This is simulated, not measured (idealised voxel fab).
Name of the process module below: voxel self aligned contacts
Section cut is 260 nm wide and gridded with 5 nm square cells.
In this document a cross-section is written as a grid of square cells. It is given as a series of bands, listed from the top down, and a band is one or more rows of cells. First you get the band's top height and its bottom height, in nm, and then the materials it's made of, left to right, with each width in nm. If you see a single material with "everywhere", that one covers the band edge to edge. "blank" is empty space. Measure heights from 0. That's the level where, below it, the as-received wafer is all one material. The lowest band is bottomless and extends downward; write it as in "from 0 down". Think of "30 to 40" as a width that walks from the first number to the second as you go down the band, top row to bottom row, taking equal-sized steps from row to row. Any step labelled "no alteration" changed none of the cells in the cross-section. This entry, "Enclosed void list", enumerates those empty regions of no fewer than 8 cells that possess no open connection to the top. Each region is reported in the form width x height at distance, the distance being taken from the left edge, with all three quantities expressed in nm. On a step's line, text after the settings is the simulator commenting on that step. What "overlay nm" on a step's line means: if the step has a mask, that mask lay this far to the right of its planned place, or, when the value is negative, to the left.
List of planned process steps
step 1: RECEIVE: material Si
step 2: CONFORMAL_DEP: material SiO2, thk nm 5
step 3: DIRECTIONAL_DEP: material polySi, thk nm 30
step 4: DIRECTIONAL_DEP: material SiN, thk nm 25
step 5: MASKED_ETCH: tone cover, mask id GATE, width nm 25, pitch nm 60, etch materials SiN, depth nm 25, overlay nm 0
step 6: MASKED_ETCH: tone cover, mask id GATE, width nm 25, pitch nm 60, etch materials polySi, depth nm 30, overlay nm 0
step 7: CONFORMAL_DEP: material SiN, thk nm 10
step 8: DIRECTIONAL_ETCH: etch materials SiN, depth nm 10
step 9: FILL_DEP: material SiO2, thk nm 15
step 10: CMP: height nm 65
step 11: MASKED_ETCH: tone open, mask id CONTACT, width nm 45, pitch nm 60, etch materials SiO2, depth nm 65, overlay nm 0
step 12: CONFORMAL_DEP: material TiN, thk nm 5
step 13: FILL_DEP: material W, thk nm 5
step 14: CMP: height nm 65
step 15: CONFORMAL_DEP: material SiCN, thk nm 5
Below: the first of two wafers, run as planned
Received-state cross-section, reflecting completion of step 1
* from 0 down: Si everywhere
* Enclosed void list: none
The following cross-section depicts the wafer upon completion of step 2
* from 5 to 0: SiO2 everywhere
* Note: structure below 0 unchanged.
The following cross-section depicts the wafer upon completion of step 3
* from 35 to 5: polySi everywhere
* Note: structure below 5 unchanged.
The following cross-section depicts the wafer upon completion of step 4
* from 60 to 35: SiN everywhere
* Note: structure below 35 unchanged.
The following cross-section depicts the wafer upon completion of step 5
* from 60 to 35: 55 nm blank  25 nm SiN  35 nm blank  25 nm SiN  35 nm blank  25 nm SiN  60 nm blank
* Note: structure below 35 unchanged.
The following cross-section depicts the wafer upon completion of step 6
* from 60 to 35: 55 nm blank  25 nm SiN  35 nm blank  25 nm SiN  35 nm blank  25 nm SiN  60 nm blank
* from 35 to 5: 55 nm blank  25 nm polySi  35 nm blank  25 nm polySi  35 nm blank  25 nm polySi  60 nm blank
* Note: structure below 5 unchanged.
The following cross-section depicts the wafer upon completion of step 7
* from 70 to 35: 45 nm blank  45 nm SiN  15 nm blank  45 nm SiN  15 nm blank  45 nm SiN  50 nm blank
* from 35 to 15: 45 nm blank  10 nm SiN  25 nm polySi  10 nm SiN  15 nm blank  10 nm SiN  25 nm polySi  10 nm SiN  15 nm blank  10 nm SiN  25 nm polySi  10 nm SiN  50 nm blank
* from 15 to 5: 55 nm SiN  25 nm polySi  35 nm SiN  25 nm polySi  35 nm SiN  25 nm polySi  60 nm SiN
* Note: structure below 5 unchanged.
The following cross-section depicts the wafer upon completion of step 8
* from 60 to 35: 45 nm blank  45 nm SiN  15 nm blank  45 nm SiN  15 nm blank  45 nm SiN  50 nm blank
* from 35 to 5: 45 nm blank  10 nm SiN  25 nm polySi  10 nm SiN  15 nm blank  10 nm SiN  25 nm polySi  10 nm SiN  15 nm blank  10 nm SiN  25 nm polySi  10 nm SiN  50 nm blank
* Note: structure below 5 unchanged.
The following cross-section depicts the wafer upon completion of step 9
* from 75 to 60: SiO2 everywhere
* from 60 to 35: 45 nm SiO2  45 nm SiN  15 nm SiO2  45 nm SiN  15 nm SiO2  45 nm SiN  50 nm SiO2
* from 35 to 5: 45 nm SiO2  10 nm SiN  25 nm polySi  10 nm SiN  15 nm SiO2  10 nm SiN  25 nm polySi  10 nm SiN  15 nm SiO2  10 nm SiN  25 nm polySi  10 nm SiN  50 nm SiO2
* Note: structure below 5 unchanged.
The following cross-section depicts the wafer upon completion of step 10
* from 65 to 60: SiO2 everywhere
* Note: structure below 60 unchanged.
The following cross-section depicts the wafer upon completion of step 11
* from 65 to 60: 75 nm SiO2  45 nm blank  15 nm SiO2  45 nm blank  80 nm SiO2
* from 60 to 35: 45 nm SiO2  45 nm SiN  15 nm blank  45 nm SiN  15 nm blank  45 nm SiN  50 nm SiO2
* from 35 to 5: 45 nm SiO2  10 nm SiN  25 nm polySi  10 nm SiN  15 nm blank  10 nm SiN  25 nm polySi  10 nm SiN  15 nm blank  10 nm SiN  25 nm polySi  10 nm SiN  50 nm SiO2
* from 5 to 0: 90 nm SiO2  15 nm blank  45 nm SiO2  15 nm blank  95 nm SiO2
* Note: structure below 0 unchanged.
The following cross-section depicts the wafer upon completion of step 12
* from 70 to 65: 80 nm TiN  35 nm blank  25 nm TiN  35 nm blank  85 nm TiN
* from 65 to 60: 75 nm SiO2  20 nm TiN  5 nm blank  20 nm TiN  15 nm SiO2  20 nm TiN  5 nm blank  20 nm TiN  80 nm SiO2
* from 60 to 35: 45 nm SiO2  45 nm SiN  5 nm TiN  5 nm blank  5 nm TiN  45 nm SiN  5 nm TiN  5 nm blank  5 nm TiN  45 nm SiN  50 nm SiO2
* from 35 to 5: 45 nm SiO2  10 nm SiN  25 nm polySi  10 nm SiN  5 nm TiN  5 nm blank  5 nm TiN  10 nm SiN  25 nm polySi  10 nm SiN  5 nm TiN  5 nm blank  5 nm TiN  10 nm SiN  25 nm polySi  10 nm SiN  50 nm SiO2
* from 5 to 0: 90 nm SiO2  15 nm TiN  45 nm SiO2  15 nm TiN  95 nm SiO2
* Note: structure below 0 unchanged.
The following cross-section depicts the wafer upon completion of step 13
* from 75 to 70: W everywhere
* from 70 to 65: 80 nm TiN  35 nm W  25 nm TiN  35 nm W  85 nm TiN
* from 65 to 60: 75 nm SiO2  20 nm TiN  5 nm W  20 nm TiN  15 nm SiO2  20 nm TiN  5 nm W  20 nm TiN  80 nm SiO2
* from 60 to 35: 45 nm SiO2  45 nm SiN  5 nm TiN  5 nm W  5 nm TiN  45 nm SiN  5 nm TiN  5 nm W  5 nm TiN  45 nm SiN  50 nm SiO2
* from 35 to 5: 45 nm SiO2  10 nm SiN  25 nm polySi  10 nm SiN  5 nm TiN  5 nm W  5 nm TiN  10 nm SiN  25 nm polySi  10 nm SiN  5 nm TiN  5 nm W  5 nm TiN  10 nm SiN  25 nm polySi  10 nm SiN  50 nm SiO2
* Note: structure below 5 unchanged.
The following cross-section depicts the wafer upon completion of step 14
* from 65 to 60: 75 nm SiO2  20 nm TiN  5 nm W  20 nm TiN  15 nm SiO2  20 nm TiN  5 nm W  20 nm TiN  80 nm SiO2
* Note: structure below 60 unchanged.
The following cross-section depicts the wafer upon completion of step 15
* from 70 to 65: SiCN everywhere
* Note: structure below 65 unchanged.
Wafer two: like wafer one in start and plan, but with one mistake in execution; identical up to and including step 10
Second wafer profile in section, at the moment step 11 of the plan was meant to be complete
* from 65 to 60: 75 nm blank  45 nm SiO2  15 nm blank  45 nm SiO2  80 nm blank
* from 60 to 35: 45 nm blank  45 nm SiN  15 nm SiO2  45 nm SiN  15 nm SiO2  45 nm SiN  50 nm blank
* from 35 to 5: 45 nm blank  10 nm SiN  25 nm polySi  10 nm SiN  15 nm SiO2  10 nm SiN  25 nm polySi  10 nm SiN  15 nm SiO2  10 nm SiN  25 nm polySi  10 nm SiN  50 nm blank
* from 5 to 0: 45 nm blank  165 nm SiO2  50 nm blank
* Note: structure below 0 unchanged.
Second wafer profile in section, at the moment step 12 of the plan was meant to be complete
* from 70 to 65: 70 nm blank  55 nm TiN  5 nm blank  55 nm TiN  75 nm blank
* from 65 to 60: 40 nm blank  35 nm TiN  45 nm SiO2  15 nm TiN  45 nm SiO2  35 nm TiN  45 nm blank
* from 60 to 35: 40 nm blank  5 nm TiN  45 nm SiN  15 nm SiO2  45 nm SiN  15 nm SiO2  45 nm SiN  5 nm TiN  45 nm blank
* from 35 to 5: 40 nm blank  5 nm TiN  10 nm SiN  25 nm polySi  10 nm SiN  15 nm SiO2  10 nm SiN  25 nm polySi  10 nm SiN  15 nm SiO2  10 nm SiN  25 nm polySi  10 nm SiN  5 nm TiN  45 nm blank
* from 5 to 0: 45 nm TiN  165 nm SiO2  50 nm TiN
* Note: structure below 0 unchanged.
Second wafer profile in section, at the moment step 13 of the plan was meant to be complete
* from 75 to 70: W everywhere
* from 70 to 65: 70 nm W  55 nm TiN  5 nm W  55 nm TiN  75 nm W
* from 65 to 60: 40 nm W  35 nm TiN  45 nm SiO2  15 nm TiN  45 nm SiO2  35 nm TiN  45 nm W
* from 60 to 35: 40 nm W  5 nm TiN  45 nm SiN  15 nm SiO2  45 nm SiN  15 nm SiO2  45 nm SiN  5 nm TiN  45 nm W
* from 35 to 5: 40 nm W  5 nm TiN  10 nm SiN  25 nm polySi  10 nm SiN  15 nm SiO2  10 nm SiN  25 nm polySi  10 nm SiN  15 nm SiO2  10 nm SiN  25 nm polySi  10 nm SiN  5 nm TiN  45 nm W
* Note: structure below 5 unchanged.
Second wafer profile in section, at the moment step 14 of the plan was meant to be complete
* from 65 to 60: 40 nm W  35 nm TiN  45 nm SiO2  15 nm TiN  45 nm SiO2  35 nm TiN  45 nm W
* Note: structure below 60 unchanged.
Second wafer profile in section, at the moment step 15 of the plan was meant to be complete
* from 70 to 65: SiCN everywhere
* Note: structure below 65 unchanged.
Finding, execution versus plan: step 11 did not use the planned setting and instead ran as MASKED_ETCH: tone cover, mask id CONTACT, width nm 45, pitch nm 60, etch materials SiO2, depth nm 65, overlay nm 0
Final comparison by cell count, materials where the second wafer has more or fewer than the first: 172 fewer of SiO2, 8 fewer of TiN, 180 more of W
